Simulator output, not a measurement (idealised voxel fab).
Process module heading - voxel released beams
150 nm wide, 5 nm square cells: that's cross-section cut.
Cross-sections here: square-cell grids, written as top-down lists of bands, a band being one or more rows of cells.
First you get the band's top height and its bottom height, in nm, and then the materials it's made of, left to right, with each width in nm. If you see a single material with "full width", that one covers the band edge to edge. "blank" is empty space.
Below 0: as-received wafer, all one material; heights counted from there. Lowest band: no bottom, goes on down, written "z 0 and below".
Graded width ("30..40"): value in top row of band = first number; value in bottom row = second number; row-to-row change constant.
A step reported as "no modifications" is a step in which no cell of the cross-section changed.
What "Entrapped void list" gives you is every empty space of 8 cells or more that is cut off from the top. Each appears as width x height at distance, with the distance taken from the left edge and width, height and distance all in nm.
after a step's settings: what the simulator itself notes on the step
Each step line may optionally specify "overlay nm", which for a step with a mask gives the rightward distance between the mask's planned place and where it lay, a negative value indicating the leftward direction.
## The process steps that were planned are listed below
step 1: RECEIVE: material Si
step 2: CONFORMAL_DEP: material Al2O3, thk nm 5
step 3: DIRECTIONAL_DEP: material SiO2, thk nm 10
step 4: PATTERN: tone open, mask id ANCHOR, material resist, width nm 25, thk nm 20, overlay nm 0
step 5: DIRECTIONAL_ETCH: etch materials SiO2, depth nm 10
step 6: STRIP: etch materials resist
step 7: CONFORMAL_DEP: material SiN, thk nm 10
step 8: PATTERN: tone cover, mask id BEAM, material resist, width nm 110, thk nm 15, overlay nm 0
step 9: DIRECTIONAL_ETCH: etch materials SiN, depth nm 10
step 10: STRIP: etch materials resist
step 11: STRIP: etch materials SiO2
## Here's what the wafer looked like in cross-section when it arrived - that's after step 1
- z 0 and below = Si full width
- Entrapped void list: none
## The plan above was carried out on the starting structure above with one mistake, and this cross-section shows the wafer at the end of the module
- z 20 to 10 = blank: 15 / SiN: 15 / blank: 5 / SiN: 90 / blank: 25
- z 10 to 0 = blank: 20 / SiN: 25 / blank: 105
- z 0 and below = Si full width
- Entrapped void list: none
Short version of what went wrong: plan step 2 was not performed, having been skipped
